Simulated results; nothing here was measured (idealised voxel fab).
This section sets out a process module, namely voxel ribs on slabs.
The width of the displayed cross-section, cut, is 285 nm; its cells are square, with a size of 5 nm.
Format of a cross-section: grid, square cells. Given as bands. Order: top down. Band: one or more rows of cells. For a band, the entry starts with two heights in nm, that of the top and then that of the bottom, and carries on with the band's materials in order from left to right, each alongside its width in nm; the word "all across" beside a single material means it fills the band edge to edge, and "blank" means empty space. Height 0 is the level under which the wafer as received is all one material. The lowest band goes on downwards, as in "0 down". Width "30->40": first value at the band's top row of cells, second value at its bottom row, equal change from row to row. "no alterations made" (step): cross-section cells unchanged, all of them. The label "Sealed voids" introduces a list of the empty spaces, 8 cells or larger, that have no open way up to the top; each entry in it reads width x height at distance, where the distance is taken from the left edge and all three are stated in nm. Text after the settings on a step's line: the simulator's own remark on that step. The line of a step may include "overlay nm". On a step with a mask, this value is how far to the right of its planned place the mask lay. A negative value means the mask lay to the left.

**The steps planned for the process are as follows**
- 1: op RECEIVE | material Si
- 2: op DIRECTIONAL_DEP | material SiO2 | thk nm 20
- 3: op DIRECTIONAL_DEP | material SiN | thk nm 20
- 4: op DIRECTIONAL_DEP | material aC | thk nm 15
- 5: op PATTERN | tone cover | mask id RIB | material resist | width nm 20 | thk nm 30 | overlay nm 0
- 6: op DIRECTIONAL_ETCH | etch materials aC | depth nm 15
- 7: op STRIP | etch materials resist
- 8: op DIRECTIONAL_ETCH | etch materials SiN | depth nm 5
- 9: op STRIP | etch materials aC
- 10: op DIRECTIONAL_DEP | material aC | thk nm 15
- 11: op PATTERN | tone cover | mask id SLAB | material resist | width nm 70 | thk nm 30 | overlay nm 0
- 12: op DIRECTIONAL_ETCH | etch materials aC | depth nm 15
- 13: op STRIP | etch materials resist
- 14: op DIRECTIONAL_ETCH | etch materials SiN | depth nm 15
- 15: op STRIP | etch materials aC
- 16: op FILL_DEP | material SiO2 | thk nm 25
- 17: op CMP | height nm 55
- 18: op DIRECTIONAL_DEP | material W | thk nm 10
- 19: op PATTERN | tone cover | mask id HEATER | material resist | width nm 20 | thk nm 20 | overlay nm 0
- 20: op DIRECTIONAL_ETCH | etch materials W | depth nm 10
- 21: op STRIP | etch materials resist
- 22: op CONFORMAL_DEP | material SiN | thk nm 10
Don't read the plan's width nm for step 19 as applying to every wafer: that's the first wafer's value, and the wafers differ in it, though they all start identical.

**The first of several wafers in cross-section, exactly as it reached us after step 1**
  0 down | Si all across
  Sealed voids: none

**wafer rows; end of module; cells per material since receipt: (+) gained, (-) lost; then closed voids**
width nm 20 | +168 SiN | +581 SiO2 | +8 W | Sealed voids: none
width nm 25 | +168 SiN | +581 SiO2 | +10 W | Sealed voids: none
width nm 30 | +168 SiN | +581 SiO2 | +12 W | Sealed voids: none
width nm 35 | +168 SiN | +581 SiO2 | +14 W | Sealed voids: none
width nm 40 | +168 SiN | +581 SiO2 | +16 W | Sealed voids: none
width nm 45 | +168 SiN | +581 SiO2 | +18 W | Sealed voids: none
